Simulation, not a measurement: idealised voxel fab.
This section sets out a process module, namely voxel fin reveal.
Displayed cross-section: cut, width of 275 nm, square cells sized 5 nm.
Cross-section = grid of square cells, listed top down in bands; band = one or more rows.
Band: top and bottom heights (nm) first, top before bottom; then materials from left to right, widths in nm. "all across" marks a sole material filling the band edge to edge. "blank" denotes empty space.
Measure heights from 0. That's the level where, below it, the as-received wafer is all one material. The lowest band is bottomless and extends downward; write it as in "0 down".
A width given as "30..40" starts at the first number in the band's top row and ends at the second number in its bottom row, shifting by an equal amount at every step from row to row.
"nothing changed" (step): cross-section cells unchanged, all of them.
"Closed void listing" means: voids of 8 cells or more that are shut off from the top with no open way through. Written width x height at distance, distance from the left edge, in nm.
What comes after the settings on a step's line is commentary from the simulator itself on that step.
A step line may carry the setting "overlay nm", which, for steps involving a mask, states the distance by which the mask lay to the right of its intended position; negative values denote displacement to the left.
**Intended process steps**
1 RECEIVE [material Si]
2 CONFORMAL_DEP [material SiN] [thk nm 10]
3 MASKED_ETCH [tone cover] [mask id FINS] [width nm 15] [pitch nm 45] [etch materials SiN] [depth nm 10] [overlay nm 0]
4 MASKED_ETCH [tone cover] [mask id FINS] [width nm 15] [pitch nm 45] [etch materials Si] [depth nm 35] [overlay nm 0]
5 OXIDIZE [depth nm 5]
6 FILL_DEP [material SiO2] [thk nm 15]
7 CMP [height nm 10]
8 SELECTIVE_ETCH [etch materials SiO2] [depth nm 20]
9 STRIP [etch materials SiN]
**Run as planned: first of two wafers**
**Incoming wafer, cross-sectional view, post step 1**
* 0 down | Si all across
* Closed void listing: none
**Wafer section view after processing step 2**
* 10 to 0 | SiN all across
* Below 0, no change.
**Wafer section view after processing step 3**
* 10 to 0 | blank: 60  SiN: 15  blank: 30  SiN: 15  blank: 30  SiN: 15  blank: 30  SiN: 15  blank: 65
* Below 0, no change.
**Wafer section view after processing step 4**
* 10 to 0 | blank: 60  SiN: 15  blank: 30  SiN: 15  blank: 30  SiN: 15  blank: 30  SiN: 15  blank: 65
* 0 to -35 | blank: 60  Si: 15  blank: 30  Si: 15  blank: 30  Si: 15  blank: 30  Si: 15  blank: 65
* Below -35, no change.
**Wafer section view after processing step 5**
* 10 to 0 | blank: 60  SiN: 15  blank: 30  SiN: 15  blank: 30  SiN: 15  blank: 30  SiN: 15  blank: 65
* 0 to -35 | blank: 60  SiO2: 5  Si: 5  SiO2: 5  blank: 30  SiO2: 5  Si: 5  SiO2: 5  blank: 30  SiO2: 5  Si: 5  SiO2: 5  blank: 30  SiO2: 5  Si: 5  SiO2: 5  blank: 65
* -35 to -40 | SiO2: 65  Si: 5  SiO2: 40  Si: 5  SiO2: 40  Si: 5  SiO2: 40  Si: 5  SiO2: 70
* Below -40, no change.
**Wafer section view after processing step 6**
* 25 to 10 | SiO2 all across
* 10 to 0 | SiO2: 60  SiN: 15  SiO2: 30  SiN: 15  SiO2: 30  SiN: 15  SiO2: 30  SiN: 15  SiO2: 65
* 0 to -40 | SiO2: 65  Si: 5  SiO2: 40  Si: 5  SiO2: 40  Si: 5  SiO2: 40  Si: 5  SiO2: 70
* Below -40, no change.
**Wafer section view after processing step 7**
* 10 to 0 | SiO2: 60  SiN: 15  SiO2: 30  SiN: 15  SiO2: 30  SiN: 15  SiO2: 30  SiN: 15  SiO2: 65
* Below 0, no change.
**Wafer section view after processing step 8**
* 10 to 0 | blank: 60  SiN: 15  blank: 30  SiN: 15  blank: 30  SiN: 15  blank: 30  SiN: 15  blank: 65
* 0 to -10 | blank: 65  Si: 5  blank: 40  Si: 5  blank: 40  Si: 5  blank: 40  Si: 5  blank: 70
* Below -10, no change.
**Wafer section view after processing step 9**
* 0 to -10 | blank: 65  Si: 5  blank: 40  Si: 5  blank: 40  Si: 5  blank: 40  Si: 5  blank: 70
* Below -10, no change.
**Second wafer, same starting conditions and recipe as the first, one mistake in executing it, nothing differs from the first up to and including step 7**
**Second wafer, sectioned view, at step 8's planned end time**
* 10 to 0 | SiO2: 60  blank: 15  SiO2: 30  blank: 15  SiO2: 30  blank: 15  SiO2: 30  blank: 15  SiO2: 65
* Below 0, no change.
**Second wafer, sectioned view, at step 9's planned end time**
* 0 to -10 | blank: 65  Si: 5  blank: 40  Si: 5  blank: 40  Si: 5  blank: 40  Si: 5  blank: 70
* -10 to -20 | SiO2: 40  blank: 25  Si: 5  blank: 40  Si: 5  blank: 40  Si: 5  blank: 40  Si: 5  blank: 25  SiO2: 45
* Below -20, no change.
What broke from the plan during processing? order of steps 8 and 9 inverted relative to the plan
End of process, cell counts, second wafer against first, materials with more or fewer: 68 fewer of SiO2
